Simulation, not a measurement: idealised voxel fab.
Herein follows the process module entitled voxel transistor to metal.
cross-section cut | 205 nm wide | cells 5 nm
Reading order for cross-sections: top band down to bottom band. Underlying form: a grid of square cells. Band size: one or more rows of cells.
The band entry comprises the height of the band's top followed by the height of its bottom, expressed in nm, and subsequently the band's materials from left to right, each stated together with its width in nm. Where a single material is marked with the word "all across", that material fills the band from edge to edge. The word "blank" represents empty space.
Where do heights start? At 0: under that level the wafer as delivered is made of one material only. And the lowest band has no floor; it just carries on downward, as in "z 0 and below".
It should be noted that a width expressed as "30 to 40" varies in equal increments from row to row of cells within the band, taking the value of the first number at the top row and that of the second number at the bottom row.
It should be understood that the words "nothing different", when stated for a given step, signify that the cross-section underwent no change in any of its cells during that step.
Voids not open to the top, 8 cells minimum: see "Enclosed void list". Written width x height at distance; distance is from the left edge; nm.
On each step's line, the part that comes after the settings is the simulator's own comment on the step.
Among the settings permitted on a step's line is "overlay nm"; applied to a step with a mask, it specifies the extent to which the mask lay to the right of its planned position, whereas a negative figure signifies a position to the left.
Here's what the planned process steps look like:
- 1: op RECEIVE | material Si
- 2: op OXIDIZE | depth nm 5
- 3: op CONFORMAL_DEP | material SiN | thk nm 10
- 4: op PATTERN | tone cover | mask id ACTIVE | material resist | width nm 110 | thk nm 15 | overlay nm 0
- 5: op DIRECTIONAL_ETCH | etch materials SiN | depth nm 10
- 6: op DIRECTIONAL_ETCH | etch materials SiO2 | depth nm 5
- 7: op DIRECTIONAL_ETCH | etch materials Si | depth nm 35
- 8: op STRIP | etch materials resist
- 9: op OXIDIZE | depth nm 5
- 10: op FILL_DEP | material SiO2 | thk nm 15
- 11: op CMP | height nm 10
- 12: op SELECTIVE_ETCH | etch materials SiO2 | depth nm 10
- 13: op STRIP | etch materials SiN
- 14: op SELECTIVE_ETCH | etch materials SiO2 | depth nm 5
- 15: op OXIDIZE | depth nm 5
- 16: op DIRECTIONAL_DEP | material polySi | thk nm 25
- 17: op DIRECTIONAL_DEP | material SiCN | thk nm 15
- 18: op MASKED_ETCH | tone cover | mask id GATE | width nm 20 | etch materials SiCN | depth nm 25 | overlay nm 0
- 19: op MASKED_ETCH | tone cover | mask id GATE | width nm 20 | etch materials polySi | depth nm 35 | overlay nm 0
- 20: op CONFORMAL_DEP | material SiN | thk nm 5
- 21: op DIRECTIONAL_ETCH | etch materials SiN | depth nm 5
- 22: op DIRECTIONAL_ETCH | etch materials SiO2 | depth nm 5
- 23: op DIRECTIONAL_ETCH | etch materials Si | depth nm 5
- 24: op EPI | material pSi | thk nm 10
- 25: op FILL_DEP | material SiO2 | thk nm 10
- 26: op CMP | height nm 35
- 27: op DIRECTIONAL_DEP | material SiO2 | thk nm 10
- 28: op DIRECTIONAL_DEP | material aC | thk nm 15
- 29: op PATTERN | tone open | mask id CONTACT | material resist | width nm 15 | pitch nm 75 | thk nm 30 | overlay nm 0
- 30: op DIRECTIONAL_ETCH | etch materials aC | depth nm 15
- 31: op STRIP | etch materials resist
- 32: op DIRECTIONAL_ETCH | etch materials SiO2 | depth nm 50
- 33: op STRIP | etch materials aC
- 34: op CONFORMAL_DEP | material TiN | thk nm 5
- 35: op FILL_DEP | material W | thk nm 5
- 36: op CMP | height nm 45
- 37: op DIRECTIONAL_DEP | material TiN | thk nm 5
- 38: op DIRECTIONAL_DEP | material W | thk nm 25
- 39: op PATTERN | tone cover | mask id METAL_1 | material resist | width nm 15 | pitch nm 75 | thk nm 15 | overlay nm 0
- 40: op DIRECTIONAL_ETCH | etch materials W | depth nm 25
- 41: op DIRECTIONAL_ETCH | etch materials TiN | depth nm 5
- 42: op STRIP | etch materials resist
- 43: op FILL_DEP | material lowk | thk nm 10
- 44: op CMP | height nm 75
- 45: op CONFORMAL_DEP | material SiCN | thk nm 5
- 46: op DIRECTIONAL_DEP | material lowk | thk nm 35
- 47: op MASKED_ETCH | tone open | mask id METAL_2 | width nm 15 | pitch nm 75 | etch materials lowk | depth nm 20 | overlay nm 0
- 48: op MASKED_ETCH | tone open | mask id METAL_2_HOLES | width nm 15 | pitch nm 75 | etch materials lowk | depth nm 15 | overlay nm 0
- 49: op MASKED_ETCH | tone open | mask id METAL_2_HOLES | width nm 15 | pitch nm 75 | etch materials SiCN | depth nm 5 | overlay nm 0
- 50: op CONFORMAL_DEP | material TiN | thk nm 5
- 51: op FILL_DEP | material Cu | thk nm 5
- 52: op CMP | height nm 115
- 53: op CONFORMAL_DEP | material SiN | thk nm 5
Incoming wafer, cross-sectional view, post step 1:
z 0 and below | Si all across
Enclosed void list: none
The first of two wafers, cross-sectioned at the end of the module, with the run proceeding as planned:
z 120 to 115 | SiN all across
z 115 to 80 | 55 lowk / 5 TiN / 5 Cu / 5 TiN / 60 lowk / 5 TiN / 5 Cu / 5 TiN / 60 lowk
z 80 to 75 | 55 SiCN / 15 TiN / 60 SiCN / 15 TiN / 60 SiCN
z 75 to 50 | 55 lowk / 15 W / 60 lowk / 15 W / 60 lowk
z 50 to 45 | 55 lowk / 15 TiN / 60 lowk / 15 TiN / 60 lowk
z 45 to 35 | 55 SiO2 / 5 TiN / 5 W / 5 TiN / 60 SiO2 / 5 TiN / 5 W / 5 TiN / 60 SiO2
z 35 to 20 | 55 SiO2 / 5 TiN / 5 W / 5 TiN / 15 SiO2 / 5 SiN / 20 SiCN / 5 SiN / 15 SiO2 / 5 TiN / 5 W / 5 TiN / 60 SiO2
z 20 to 0 | 55 SiO2 / 5 TiN / 5 W / 5 TiN / 15 SiO2 / 5 SiN / 20 polySi / 5 SiN / 15 SiO2 / 5 TiN / 5 W / 5 TiN / 60 SiO2
z 0 to -5 | 55 SiO2 / 15 TiN / 5 SiO2 / 10 pSi / 5 SiN / 20 polySi / 5 SiN / 10 pSi / 5 SiO2 / 15 TiN / 60 SiO2
z -5 to -10 | 45 SiO2 / 40 pSi / 30 SiO2 / 40 pSi / 50 SiO2
z -10 to -15 | 50 SiO2 / 35 pSi / 30 Si / 35 pSi / 55 SiO2
z -15 to -45 | 50 SiO2 / 100 Si / 55 SiO2
z -45 and below | Si all across
Enclosed void list: none
Same start, same plan as the first wafer - but one mistake in the run. Cross-section of the second of the two at the end of the module:
z 120 to 115 | SiN all across
z 115 to 80 | 55 lowk / 5 TiN / 5 Cu / 5 TiN / 60 lowk / 5 TiN / 5 Cu / 5 TiN / 60 lowk
z 80 to 75 | 55 SiCN / 15 TiN / 60 SiCN / 15 TiN / 60 SiCN
z 75 to 50 | 55 lowk / 15 W / 60 lowk / 15 W / 60 lowk
z 50 to 45 | 55 lowk / 15 TiN / 60 lowk / 15 TiN / 60 lowk
z 45 to 35 | 55 SiO2 / 5 TiN / 5 W / 5 TiN / 60 SiO2 / 5 TiN / 5 W / 5 TiN / 60 SiO2
z 35 to 20 | 55 SiO2 / 5 TiN / 5 W / 5 TiN / 15 SiO2 / 5 SiN / 20 SiCN / 5 SiN / 15 SiO2 / 5 TiN / 5 W / 5 TiN / 60 SiO2
z 20 to 0 | 55 SiO2 / 5 TiN / 5 W / 5 TiN / 15 SiO2 / 5 SiN / 20 polySi / 5 SiN / 15 SiO2 / 5 TiN / 5 W / 5 TiN / 60 SiO2
z 0 to -5 | 55 SiO2 / 15 TiN / 5 SiO2 / 10 pSi / 5 SiN / 20 polySi / 5 SiN / 10 pSi / 5 SiO2 / 15 TiN / 60 SiO2
z -5 to -10 | 40 SiO2 / 45 pSi / 30 SiO2 / 45 pSi / 45 SiO2
z -10 to -15 | 45 SiO2 / 40 pSi / 30 Si / 40 pSi / 50 SiO2
z -15 to -45 | 45 SiO2 / 110 Si / 50 SiO2
z -45 and below | Si all across
Enclosed void list: none
What was the processing mistake? the process deviated at step 4: the operation and settings actually run there were op PATTERN | tone cover | mask id ACTIVE | material resist | width nm 120 | thk nm 15 | overlay nm 0
Final comparison by cell count, materials where the second wafer has more or fewer than the first: Si: 12 more | SiO2: 16 fewer | pSi: 4 more
